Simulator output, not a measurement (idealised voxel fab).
The following process module bears the name voxel capacitor over wiring.
The figure presents cross-section cut, which has a width of 155 nm and is divided into square cells with an edge length of 5 nm.
Each cross-section below is a grid of square cells, stated as bands in top-down order, with one or more rows of cells making up each band. Read a band's entry like this: the first values are the height of its top and the height of its bottom in nm, and what follows is the sequence of materials from left to right, each with its width in nm. Note that "empty" is empty space, and that a single material marked "all across" reaches across the band from edge to edge. Heights are measured from 0, the level below which the as-received wafer is all one material; the lowest band has no bottom and continues downward, written as in "from 0 down". Width "30..40": first value at the band's top row of cells, second value at its bottom row, equal change from row to row. What does "left unchanged" mean for a step? It means no cell of the cross-section changed in that step. Each empty space that has no open way to the top and spans at least 8 cells appears under "Closed internal voids" as width x height at distance, the distance counted from the left edge, all in nm. Step line, after settings: the simulator's comment on this step. "overlay nm" on a masked step: distance the mask lay right of its planned place, negative for left.

-- This section lists the process steps that were planned
1: RECEIVE | material Si
2: CONFORMAL_DEP | material SiO2 | thk nm 10
3: CONFORMAL_DEP | material SiN | thk nm 5
4: DIRECTIONAL_DEP | material SiO2 | thk nm 25
5: DIRECTIONAL_DEP | material aC | thk nm 10
6: PATTERN | tone open | mask id METAL_1 | material resist | width nm 25 | pitch nm 80 | thk nm 25 | overlay nm 0
7: DIRECTIONAL_ETCH | etch materials aC | depth nm 10
8: STRIP | etch materials resist
9: DIRECTIONAL_ETCH | etch materials SiO2 | depth nm 25
10: DIRECTIONAL_ETCH | etch materials SiN | depth nm 5
11: STRIP | etch materials aC
12: CONFORMAL_DEP | material TiN | thk nm 5
13: FILL_DEP | material Cu | thk nm 5
14: CMP | height nm 40
15: CONFORMAL_DEP | material SiCN | thk nm 5
16: DIRECTIONAL_DEP | material lowk | thk nm 15
17: DIRECTIONAL_DEP | material aC | thk nm 15
18: PATTERN | tone open | mask id PLUG_1 | material resist | width nm 15 | thk nm 30 | overlay nm 0
19: DIRECTIONAL_ETCH | etch materials aC | depth nm 15
20: STRIP | etch materials resist
21: DIRECTIONAL_ETCH | etch materials lowk | depth nm 15
22: DIRECTIONAL_ETCH | etch materials SiCN | depth nm 5
23: STRIP | etch materials aC
24: EPI | material Ru | thk nm 10
25: EPI | material Ru | thk nm 10
26: DIRECTIONAL_DEP | material TiN | thk nm 5
27: DIRECTIONAL_DEP | material Al2O3 | thk nm 5
28: DIRECTIONAL_DEP | material TiN | thk nm 5
29: PATTERN | tone cover | mask id UPPER_PLATE | material resist | width nm 60 | thk nm 15 | overlay nm 0
30: DIRECTIONAL_ETCH | etch materials TiN | depth nm 5
31: DIRECTIONAL_ETCH | etch materials Al2O3 | depth nm 5
32: STRIP | etch materials resist
33: MASKED_ETCH | tone cover | mask id LOWER_PLATE | width nm 70 | etch materials TiN | depth nm 5 | overlay nm 0
34: FILL_DEP | material SiO2 | thk nm 15
35: CMP | height nm 85
36: PATTERN | tone open | mask id PLUG_2 | material resist | width nm 15 | thk nm 15 | overlay nm 0
37: DIRECTIONAL_ETCH | etch materials SiO2 | depth nm 10
38: STRIP | etch materials resist
39: CONFORMAL_DEP | material TiN | thk nm 5
40: FILL_DEP | material W | thk nm 5
41: CMP | height nm 85
42: CONFORMAL_DEP | material SiN | thk nm 5

-- Cross-sectional view of the wafer in its as-received condition, corresponding to the state after step 1
	from 0 down = Si all across
	Closed internal voids: none

-- The first of two wafers, cross-sectioned at the end of the module, with the run proceeding as planned
	from 90 to 85 = SiN all across
	from 85 to 80 = SiO2=45 | TiN=5 | W=5 | TiN=5 | SiO2=95
	from 80 to 70 = SiO2=45..35 | TiN=15..60 | SiO2=95..60
	from 70 to 65 = SiO2=35 | Al2O3=60 | SiO2=60
	from 65 to 60 = SiO2=30 | TiN=70 | SiO2=55
	from 60 to 45 = lowk=35 | Ru=15 | lowk=105
	from 45 to 40 = SiCN=35 | Ru=15 | SiCN=105
	from 40 to 15 = SiO2=25 | TiN=5 | Cu=15 | TiN=5 | SiO2=55 | TiN=5 | Cu=15 | TiN=5 | SiO2=25
	from 15 to 10 = SiN=25 | TiN=25 | SiN=55 | TiN=25 | SiN=25
	from 10 to 0 = SiO2 all across
	from 0 down = Si all across
	Closed internal voids: none

-- Second of two wafers, module complete, sectioned: it shares the first wafer's start and plan but was run with one mistake
	from 90 to 85 = SiN all across
	from 85 to 80 = SiO2=45 | TiN=50 | SiO2=60
	from 80 to 75 = SiO2=45 | TiN=5 | Al2O3=45 | SiO2=60
	from 75 to 70 = SiO2=30 | TiN=5 | SiO2=15 | TiN=50 | SiO2=55
	from 70 to 65 = lowk=35 | SiO2=15 | lowk=105
	from 65 to 60 = lowk=35 | TiN=15 | lowk=105
	from 60 to 55 = lowk=35 | Al2O3=15 | lowk=105
	from 55 to 50 = SiCN=35 | TiN=15 | SiCN=105
	from 50 to 40 = SiCN all across
	from 40 to 15 = SiO2=25 | TiN=5 | Cu=15 | TiN=5 | SiO2=55 | TiN=5 | Cu=15 | TiN=5 | SiO2=25
	from 15 to 10 = SiN=25 | TiN=25 | SiN=55 | TiN=25 | SiN=25
	from 10 to 0 = SiO2 all across
	from 0 down = Si all across
	Closed internal voids: none
Want to know what went wrong? step 15 ran as: CONFORMAL_DEP | material SiCN | thk nm 15
Materials where the second wafer ends with more or fewer cells than the first: Ru -12 | SiCN +62 | SiO2 -46 | TiN -3 | W -1
